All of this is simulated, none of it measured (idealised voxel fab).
A process module follows: voxel capacitor over wiring.
Displayed cross-section: cut, width of 265 nm, square cells sized 5 nm.
Cross-section layout: square cells on a grid; listed as bands, top to bottom; a band spans one or more cell rows. Band entry format. Leading values: height of top, height of bottom, nm. Remainder: materials in left-to-right order, each with its width in nm. Special words: "full width" on a single material, which then fills the band edge to edge; "blank", empty space. Zero point of the height axis is 0; under it, received wafer = one material. Lowest band: continues down indefinitely, "0 down". The two numbers in a width such as "30 to 40" mark its ends across the band: the first belongs to the top row of cells, the second to the bottom row, and from each row to the next the width moves by the same amount. "nothing got changed" after a step means that no cell of the cross-section changed. In "Closed void catalog" the enclosed voids are listed, meaning empty spaces of 8 cells or larger without any opening to the top. The form is width x height at distance, distance from the left edge, units nm. What comes after the settings on a step's line is commentary from the simulator itself on that step. Regarding "overlay nm": on a step with a mask, it is the distance the mask lay to the right of its planned place; a negative value places it to the left.
-- Here's what the planned process steps look like
1,RECEIVE,material Si
2,CONFORMAL_DEP,material SiO2,thk nm 10
3,DIRECTIONAL_DEP,material TiN,thk nm 5
4,DIRECTIONAL_DEP,material W,thk nm 25
5,DIRECTIONAL_DEP,material aC,thk nm 10
6,PATTERN,tone cover,mask id METAL_1,material resist,width nm 20,pitch nm 80,thk nm 25,overlay nm 0
7,DIRECTIONAL_ETCH,etch materials aC,depth nm 10
8,STRIP,etch materials resist
9,DIRECTIONAL_ETCH,etch materials W,depth nm 25
10,DIRECTIONAL_ETCH,etch materials TiN,depth nm 5
11,STRIP,etch materials aC
12,CONFORMAL_DEP,material SiCN,thk nm 5
13,FILL_DEP,material SiO2,thk nm 10
14,CMP,height nm 40
15,CONFORMAL_DEP,material SiCN,thk nm 5
16,DIRECTIONAL_DEP,material SiO2,thk nm 20
17,PATTERN,tone open,mask id PLUG_1,material resist,width nm 15,thk nm 20,overlay nm 0
18,DIRECTIONAL_ETCH,etch materials SiO2,depth nm 20
19,DIRECTIONAL_ETCH,etch materials SiCN,depth nm 5
20,STRIP,etch materials resist
21,EPI,material Ru,thk nm 10
22,EPI,material Ru,thk nm 10
23,EPI,material Ru,thk nm 5
24,DIRECTIONAL_DEP,material TiN,thk nm 10
25,DIRECTIONAL_DEP,material Al2O3,thk nm 5
26,DIRECTIONAL_DEP,material TiN,thk nm 10
27,MASKED_ETCH,tone cover,mask id UPPER_PLATE,width nm 65,etch materials TiN,depth nm 10,overlay nm 0
28,MASKED_ETCH,tone cover,mask id UPPER_PLATE,width nm 65,etch materials Al2O3,depth nm 5,overlay nm 0
29,PATTERN,tone cover,mask id LOWER_PLATE,material resist,width nm 75,thk nm 20,overlay nm 0
30,DIRECTIONAL_ETCH,etch materials TiN,depth nm 10
31,STRIP,etch materials resist
32,FILL_DEP,material SiO2,thk nm 20
33,CMP,height nm 105
34,MASKED_ETCH,tone open,mask id PLUG_2,width nm 15,etch materials SiO2,depth nm 15,overlay nm 0
35,CONFORMAL_DEP,material TiN,thk nm 5
36,FILL_DEP,material Ru,thk nm 10
37,CMP,height nm 105
38,CONFORMAL_DEP,material SiN,thk nm 5
-- Cross-section: wafer on arrival = after step 1
- 0 down | Si full width
- Closed void catalog: none
-- Post-module cross-section: identical start and plan to those above, one misstep in execution
- 110 to 105 | SiN full width
- 105 to 95 | 95 SiO2, 5 TiN, 5 Ru, 5 TiN, 155 SiO2
- 95 to 85 | 95 to 100 SiO2, 15 to 50 TiN, 155 to 115 SiO2
- 85 to 80 | 85 SiO2, 65 TiN, 115 SiO2
- 80 to 75 | 85 SiO2, 15 TiN, 50 Al2O3, 115 SiO2
- 75 to 70 | 80 SiO2, 5 TiN, 15 Al2O3, 55 TiN, 110 SiO2
- 70 to 65 | 80 SiO2, 75 TiN, 110 SiO2
- 65 to 60 | 85 SiCN, 15 TiN, 165 SiCN
- 60 to 40 | SiCN full width
- 40 to 15 | 75 SiO2, 5 SiCN, 20 W, 5 SiCN, 50 SiO2, 5 SiCN, 20 W, 5 SiCN, 80 SiO2
- 15 to 10 | 80 SiCN, 20 TiN, 60 SiCN, 20 TiN, 85 SiCN
- 10 to 0 | SiO2 full width
- 0 down | Si full width
- Closed void catalog: none
So what did we get wrong on this run? so step 16 ended up running with a different setting than we planned, it ran as DIRECTIONAL_DEP,material SiCN,thk nm 20
